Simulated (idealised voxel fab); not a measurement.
process module | voxel gate over fins
cross-section cut | 195 nm wide | cells 5 nm
A cross-section is a grid of square cells, given in bands from the top down. A band is one or more rows of cells.
Each band's line starts with the height of the band's top and of its bottom, in nm. Then come its materials from left to right, each with its width in nm. One material with "throughout" fills the band from edge to edge. "air" is empty space.
Height 0 is the level under which the wafer as received is all one material. The lowest band goes on downwards, as in "0 down".
A width such as "30 to 40" changes by the same amount from each row of cells to the next, from the band's top row to its bottom row.
"no change" after a step means that no cell of the cross-section changed.
closed voids: empty space of 8 cells or more with no open way to the top, each as width x height at its distance from the left edge, in nm
after a step's settings: what the simulator itself notes on the step
overlay nm, on a step with a mask: how far to the right of its planned place the mask lay; to the left if negative
plan
1 op RECEIVE | material Si
2 op CONFORMAL_DEP | material SiN | thk nm 5
3 op PATTERN | tone cover | mask id FINS | material resist | width nm 15 | pitch nm 45 | thk nm 20 | overlay nm 0
4 op DIRECTIONAL_ETCH | etch materials SiN | depth nm 5
5 op DIRECTIONAL_ETCH | etch materials Si | depth nm 30
6 op STRIP | etch materials resist
7 op OXIDIZE | depth nm 5
8 op FILL_DEP | material SiO2 | thk nm 5
9 op CMP | height nm 5
10 op SELECTIVE_ETCH | etch materials SiO2 | depth nm 20
11 op STRIP | etch materials SiN
12 op CONFORMAL_DEP | material HfO2 | thk nm 5
13 op CONFORMAL_DEP | material TiN | thk nm 5
14 op FILL_DEP | material W | thk nm 10
15 op CMP | height nm 15
16 op CONFORMAL_DEP | material SiN | thk nm 10
first wafer, as planned
as received, after step 1
  0 down: Si throughout
  closed voids: none
after step 2
  5 to 0: SiN throughout
  below 0: unchanged
after step 3
  25 to 5: air 20 | resist 15 | air 30 | resist 15 | air 30 | resist 15 | air 30 | resist 15 | air 25
  below 5: unchanged
after step 4
  25 to 5: air 20 | resist 15 | air 30 | resist 15 | air 30 | resist 15 | air 30 | resist 15 | air 25
  5 to 0: air 20 | SiN 15 | air 30 | SiN 15 | air 30 | SiN 15 | air 30 | SiN 15 | air 25
  below 0: unchanged
after step 5
  25 to 5: air 20 | resist 15 | air 30 | resist 15 | air 30 | resist 15 | air 30 | resist 15 | air 25
  5 to 0: air 20 | SiN 15 | air 30 | SiN 15 | air 30 | SiN 15 | air 30 | SiN 15 | air 25
  0 to -30: air 20 | Si 15 | air 30 | Si 15 | air 30 | Si 15 | air 30 | Si 15 | air 25
  below -30: unchanged
after step 6
  5 to 0: air 20 | SiN 15 | air 30 | SiN 15 | air 30 | SiN 15 | air 30 | SiN 15 | air 25
  below 0: unchanged
after step 7
  5 to 0: air 20 | SiN 15 | air 30 | SiN 15 | air 30 | SiN 15 | air 30 | SiN 15 | air 25
  0 to -30: air 20 | SiO2 5 | Si 5 | SiO2 5 | air 30 | SiO2 5 | Si 5 | SiO2 5 | air 30 | SiO2 5 | Si 5 | SiO2 5 | air 30 | SiO2 5 | Si 5 | SiO2 5 | air 25
  -30 to -35: SiO2 25 | Si 5 | SiO2 40 | Si 5 | SiO2 40 | Si 5 | SiO2 40 | Si 5 | SiO2 30
  below -35: unchanged
after step 8
  10 to 5: SiO2 throughout
  5 to 0: SiO2 20 | SiN 15 | SiO2 30 | SiN 15 | SiO2 30 | SiN 15 | SiO2 30 | SiN 15 | SiO2 25
  0 to -35: SiO2 25 | Si 5 | SiO2 40 | Si 5 | SiO2 40 | Si 5 | SiO2 40 | Si 5 | SiO2 30
  below -35: unchanged
after step 9
  5 to 0: SiO2 20 | SiN 15 | SiO2 30 | SiN 15 | SiO2 30 | SiN 15 | SiO2 30 | SiN 15 | SiO2 25
  below 0: unchanged
after step 10
  5 to 0: air 20 | SiN 15 | air 30 | SiN 15 | air 30 | SiN 15 | air 30 | SiN 15 | air 25
  0 to -15: air 25 | Si 5 | air 40 | Si 5 | air 40 | Si 5 | air 40 | Si 5 | air 30
  below -15: unchanged
after step 11
  0 to -15: air 25 | Si 5 | air 40 | Si 5 | air 40 | Si 5 | air 40 | Si 5 | air 30
  below -15: unchanged
after step 12
  5 to 0: air 20 | HfO2 15 | air 30 | HfO2 15 | air 30 | HfO2 15 | air 30 | HfO2 15 | air 25
  0 to -10: air 20 | HfO2 5 | Si 5 | HfO2 5 | air 30 | HfO2 5 | Si 5 | HfO2 5 | air 30 | HfO2 5 | Si 5 | HfO2 5 | air 30 | HfO2 5 | Si 5 | HfO2 5 | air 25
  -10 to -15: HfO2 25 | Si 5 | HfO2 40 | Si 5 | HfO2 40 | Si 5 | HfO2 40 | Si 5 | HfO2 30
  below -15: unchanged
after step 13
  10 to 5: air 15 | TiN 25 | air 20 | TiN 25 | air 20 | TiN 25 | air 20 | TiN 25 | air 20
  5 to 0: air 15 | TiN 5 | HfO2 15 | TiN 5 | air 20 | TiN 5 | HfO2 15 | TiN 5 | air 20 | TiN 5 | HfO2 15 | TiN 5 | air 20 | TiN 5 | HfO2 15 | TiN 5 | air 20
  0 to -5: air 15 | TiN 5 | HfO2 5 | Si 5 | HfO2 5 | TiN 5 | air 20 | TiN 5 | HfO2 5 | Si 5 | HfO2 5 | TiN 5 | air 20 | TiN 5 | HfO2 5 | Si 5 | HfO2 5 | TiN 5 | air 20 | TiN 5 | HfO2 5 | Si 5 | HfO2 5 | TiN 5 | air 20
  -5 to -10: TiN 20 | HfO2 5 | Si 5 | HfO2 5 | TiN 30 | HfO2 5 | Si 5 | HfO2 5 | TiN 30 | HfO2 5 | Si 5 | HfO2 5 | TiN 30 | HfO2 5 | Si 5 | HfO2 5 | TiN 25
  below -10: unchanged
after step 14
  20 to 10: W throughout
  10 to 5: W 15 | TiN 25 | W 20 | TiN 25 | W 20 | TiN 25 | W 20 | TiN 25 | W 20
  5 to 0: W 15 | TiN 5 | HfO2 15 | TiN 5 | W 20 | TiN 5 | HfO2 15 | TiN 5 | W 20 | TiN 5 | HfO2 15 | TiN 5 | W 20 | TiN 5 | HfO2 15 | TiN 5 | W 20
  0 to -5: W 15 | TiN 5 | HfO2 5 | Si 5 | HfO2 5 | TiN 5 | W 20 | TiN 5 | HfO2 5 | Si 5 | HfO2 5 | TiN 5 | W 20 | TiN 5 | HfO2 5 | Si 5 | HfO2 5 | TiN 5 | W 20 | TiN 5 | HfO2 5 | Si 5 | HfO2 5 | TiN 5 | W 20
  below -5: unchanged
after step 15
  15 to 10: W throughout
  below 10: unchanged
after step 16
  25 to 15: SiN throughout
  below 15: unchanged
second wafer: like start, like plan, one mistake. Through step 2 it matches the first wafer
when step 3 should have ended
  25 to 5: resist 20 | air 15 | resist 30 | air 15 | resist 30 | air 15 | resist 30 | air 15 | resist 25
  below 5: unchanged
when step 4 should have ended
  25 to 5: resist 20 | air 15 | resist 30 | air 15 | resist 30 | air 15 | resist 30 | air 15 | resist 25
  5 to 0: SiN 20 | air 15 | SiN 30 | air 15 | SiN 30 | air 15 | SiN 30 | air 15 | SiN 25
  below 0: unchanged
when step 5 should have ended
  25 to 5: resist 20 | air 15 | resist 30 | air 15 | resist 30 | air 15 | resist 30 | air 15 | resist 25
  5 to 0: SiN 20 | air 15 | SiN 30 | air 15 | SiN 30 | air 15 | SiN 30 | air 15 | SiN 25
  0 to -30: Si 20 | air 15 | Si 30 | air 15 | Si 30 | air 15 | Si 30 | air 15 | Si 25
  below -30: unchanged
when step 6 should have ended
  5 to 0: SiN 20 | air 15 | SiN 30 | air 15 | SiN 30 | air 15 | SiN 30 | air 15 | SiN 25
  below 0: unchanged
when step 7 should have ended
  5 to 0: SiN 20 | air 15 | SiN 30 | air 15 | SiN 30 | air 15 | SiN 30 | air 15 | SiN 25
  0 to -30: Si 15 | SiO2 5 | air 15 | SiO2 5 | Si 20 | SiO2 5 | air 15 | SiO2 5 | Si 20 | SiO2 5 | air 15 | SiO2 5 | Si 20 | SiO2 5 | air 15 | SiO2 5 | Si 20
  -30 to -35: Si 15 | SiO2 25 | Si 20 | SiO2 25 | Si 20 | SiO2 25 | Si 20 | SiO2 25 | Si 20
  below -35: unchanged
when step 8 should have ended
  10 to 5: SiO2 throughout
  5 to 0: SiN 20 | SiO2 15 | SiN 30 | SiO2 15 | SiN 30 | SiO2 15 | SiN 30 | SiO2 15 | SiN 25
  0 to -35: Si 15 | SiO2 25 | Si 20 | SiO2 25 | Si 20 | SiO2 25 | Si 20 | SiO2 25 | Si 20
  below -35: unchanged
when step 9 should have ended
  5 to 0: SiN 20 | SiO2 15 | SiN 30 | SiO2 15 | SiN 30 | SiO2 15 | SiN 30 | SiO2 15 | SiN 25
  below 0: unchanged
when step 10 should have ended
  5 to 0: SiN 20 | air 15 | SiN 30 | air 15 | SiN 30 | air 15 | SiN 30 | air 15 | SiN 25
  0 to -15: Si 15 | air 25 | Si 20 | air 25 | Si 20 | air 25 | Si 20 | air 25 | Si 20
  below -15: unchanged
when step 11 should have ended
  0 to -15: Si 15 | air 25 | Si 20 | air 25 | Si 20 | air 25 | Si 20 | air 25 | Si 20
  below -15: unchanged
when step 12 should have ended
  5 to 0: HfO2 20 | air 15 | HfO2 30 | air 15 | HfO2 30 | air 15 | HfO2 30 | air 15 | HfO2 25
  0 to -10: Si 15 | HfO2 5 | air 15 | HfO2 5 | Si 20 | HfO2 5 | air 15 | HfO2 5 | Si 20 | HfO2 5 | air 15 | HfO2 5 | Si 20 | HfO2 5 | air 15 | HfO2 5 | Si 20
  -10 to -15: Si 15 | HfO2 25 | Si 20 | HfO2 25 | Si 20 | HfO2 25 | Si 20 | HfO2 25 | Si 20
  below -15: unchanged
when step 13 should have ended
  10 to 5: TiN 25 | air 5 | TiN 40 | air 5 | TiN 40 | air 5 | TiN 40 | air 5 | TiN 30
  5 to 0: HfO2 20 | TiN 5 | air 5 | TiN 5 | HfO2 30 | TiN 5 | air 5 | TiN 5 | HfO2 30 | TiN 5 | air 5 | TiN 5 | HfO2 30 | TiN 5 | air 5 | TiN 5 | HfO2 25
  0 to -5: Si 15 | HfO2 5 | TiN 5 | air 5 | TiN 5 | HfO2 5 | Si 20 | HfO2 5 | TiN 5 | air 5 | TiN 5 | HfO2 5 | Si 20 | HfO2 5 | TiN 5 | air 5 | TiN 5 | HfO2 5 | Si 20 | HfO2 5 | TiN 5 | air 5 | TiN 5 | HfO2 5 | Si 20
  -5 to -10: Si 15 | HfO2 5 | TiN 15 | HfO2 5 | Si 20 | HfO2 5 | TiN 15 | HfO2 5 | Si 20 | HfO2 5 | TiN 15 | HfO2 5 | Si 20 | HfO2 5 | TiN 15 | HfO2 5 | Si 20
  below -10: unchanged
when step 14 should have ended
  20 to 10: W throughout
  10 to 5: TiN 25 | W 5 | TiN 40 | W 5 | TiN 40 | W 5 | TiN 40 | W 5 | TiN 30
  5 to 0: HfO2 20 | TiN 5 | W 5 | TiN 5 | HfO2 30 | TiN 5 | W 5 | TiN 5 | HfO2 30 | TiN 5 | W 5 | TiN 5 | HfO2 30 | TiN 5 | W 5 | TiN 5 | HfO2 25
  0 to -5: Si 15 | HfO2 5 | TiN 5 | W 5 | TiN 5 | HfO2 5 | Si 20 | HfO2 5 | TiN 5 | W 5 | TiN 5 | HfO2 5 | Si 20 | HfO2 5 | TiN 5 | W 5 | TiN 5 | HfO2 5 | Si 20 | HfO2 5 | TiN 5 | W 5 | TiN 5 | HfO2 5 | Si 20
  below -5: unchanged
when step 15 should have ended
  15 to 10: W throughout
  below 10: unchanged
when step 16 should have ended
  25 to 15: SiN throughout
  below 15: unchanged
what went wrong: step 3 ran as: op PATTERN | tone open | mask id FINS | material resist | width nm 15 | pitch nm 45 | thk nm 20 | overlay nm 0
at the end the second wafer has, in cells: 105 more of Si | 60 fewer of SiO2 | 45 fewer of W
